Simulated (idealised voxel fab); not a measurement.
This is a process module. Its name is voxel trench capacitor.
Shown is cross-section cut, with a width of 285 nm and square cells of size 5 nm.
Cross-section, as written here: a square-cell grid given band by band from the top down, where a band holds one or more rows of cells. Within each band entry, the heights of the top and of the bottom of the band appear first, in that order and in nm; the materials of the band then follow from left to right, each with its corresponding width in nm. The designation "full width" on a single material indicates that it fills the band from edge to edge; the designation "air" indicates empty space. Height datum 0, below which the as-received substrate wafer is one material. Lowest band open at the bottom, running downward: "0 and below". Width spec "30->40" -> top row of cells at first value, bottom row at second value, equal per-row change in between. "remained the same" for a step: no cell of the cross-section changed in that step. Entry "Closed void catalog" = empty spaces >= 8 cells with no open way to the top; each as width x height at distance, distance from left edge, all nm. On each step's line, the part that comes after the settings is the simulator's own comment on the step. The setting "overlay nm" may be written on the line of a step. When the step uses a mask, the value reports how far to the right of the planned place the mask lay, and a negative value reports that it lay to the left.
[Process steps foreseen in the plan]
1) RECEIVE,material Si
2) CONFORMAL_DEP,material SiN,thk nm 10
3) DIRECTIONAL_DEP,material aC,thk nm 10
4) PATTERN,tone open,mask id TRENCH,material resist,width nm 25,pitch nm 50,thk nm 30,overlay nm 0
5) DIRECTIONAL_ETCH,etch materials aC,depth nm 10
6) STRIP,etch materials resist
7) DIRECTIONAL_ETCH,etch materials SiN,depth nm 10
8) DIRECTIONAL_ETCH,etch materials Si,depth nm 30
9) STRIP,etch materials aC
10) CONFORMAL_DEP,material SiO2,thk nm 5
11) FILL_DEP,material polySi,thk nm 10
12) CMP,height nm 10
[Run as planned: first of two wafers]
[Incoming wafer in cross-section (state: after step 1)]
- 0 and below: Si full width
- Closed void catalog: none
[Cross-section of the wafer subsequent to step 2]
- 10 down to 0: SiN full width
- Nothing below the height 0 has changed.
[Cross-section of the wafer subsequent to step 3]
- 20 down to 10: aC full width
- Nothing below the height 10 has changed.
[Cross-section of the wafer subsequent to step 4]
- 50 down to 20: resist 105 nm, then air 25 nm, then resist 25 nm, then air 25 nm, then resist 105 nm
- Nothing below the height 20 has changed.
[Cross-section of the wafer subsequent to step 5]
- 40 down to 20: resist 105 nm, then air 25 nm, then resist 25 nm, then air 25 nm, then resist 105 nm
- 20 down to 10: aC 105 nm, then air 25 nm, then aC 25 nm, then air 25 nm, then aC 105 nm
- Nothing below the height 10 has changed.
[Cross-section of the wafer subsequent to step 6]
- 20 down to 10: aC 105 nm, then air 25 nm, then aC 25 nm, then air 25 nm, then aC 105 nm
- Nothing below the height 10 has changed.
[Cross-section of the wafer subsequent to step 7]
- 20 down to 10: aC 105 nm, then air 25 nm, then aC 25 nm, then air 25 nm, then aC 105 nm
- 10 down to 0: SiN 105 nm, then air 25 nm, then SiN 25 nm, then air 25 nm, then SiN 105 nm
- Nothing below the height 0 has changed.
[Cross-section of the wafer subsequent to step 8]
- 20 down to 10: aC 105 nm, then air 25 nm, then aC 25 nm, then air 25 nm, then aC 105 nm
- 10 down to 0: SiN 105 nm, then air 25 nm, then SiN 25 nm, then air 25 nm, then SiN 105 nm
- 0 down to -30: Si 105 nm, then air 25 nm, then Si 25 nm, then air 25 nm, then Si 105 nm
- Nothing below the height -30 has changed.
[Cross-section of the wafer subsequent to step 9]
- 10 down to 0: SiN 105 nm, then air 25 nm, then SiN 25 nm, then air 25 nm, then SiN 105 nm
- Nothing below the height 0 has changed.
[Cross-section of the wafer subsequent to step 10]
- 15 down to 10: SiO2 110 nm, then air 15 nm, then SiO2 35 nm, then air 15 nm, then SiO2 110 nm
- 10 down to 0: SiN 105 nm, then SiO2 5 nm, then air 15 nm, then SiO2 5 nm, then SiN 25 nm, then SiO2 5 nm, then air 15 nm, then SiO2 5 nm, then SiN 105 nm
- 0 down to -25: Si 105 nm, then SiO2 5 nm, then air 15 nm, then SiO2 5 nm, then Si 25 nm, then SiO2 5 nm, then air 15 nm, then SiO2 5 nm, then Si 105 nm
- -25 down to -30: Si 105 nm, then SiO2 25 nm, then Si 25 nm, then SiO2 25 nm, then Si 105 nm
- Nothing below the height -30 has changed.
[Cross-section of the wafer subsequent to step 11]
- 25 down to 15: polySi full width
- 15 down to 10: SiO2 110 nm, then polySi 15 nm, then SiO2 35 nm, then polySi 15 nm, then SiO2 110 nm
- 10 down to 0: SiN 105 nm, then SiO2 5 nm, then polySi 15 nm, then SiO2 5 nm, then SiN 25 nm, then SiO2 5 nm, then polySi 15 nm, then SiO2 5 nm, then SiN 105 nm
- 0 down to -25: Si 105 nm, then SiO2 5 nm, then polySi 15 nm, then SiO2 5 nm, then Si 25 nm, then SiO2 5 nm, then polySi 15 nm, then SiO2 5 nm, then Si 105 nm
- Nothing below the height -25 has changed.
[Cross-section of the wafer subsequent to step 12]
- 10 down to 0: SiN 105 nm, then SiO2 5 nm, then polySi 15 nm, then SiO2 5 nm, then SiN 25 nm, then SiO2 5 nm, then polySi 15 nm, then SiO2 5 nm, then SiN 105 nm
- Nothing below the height 0 has changed.
[second wafer: like start, like plan, one mistake. Through step 11 it matches the first wafer]
[Cross-section of the second wafer at the time by which step 12 should have been completed according to the plan]
- 15 down to 10: SiO2 110 nm, then polySi 15 nm, then SiO2 35 nm, then polySi 15 nm, then SiO2 110 nm
- Nothing below the height 10 has changed.
The mistake made against the process plan was this: step 12 did not happen as planned, as run it was CMP,height nm 15
Final difference in cells, second wafer against first, listed per material as more or fewer: +51 SiO2 | +6 polySi
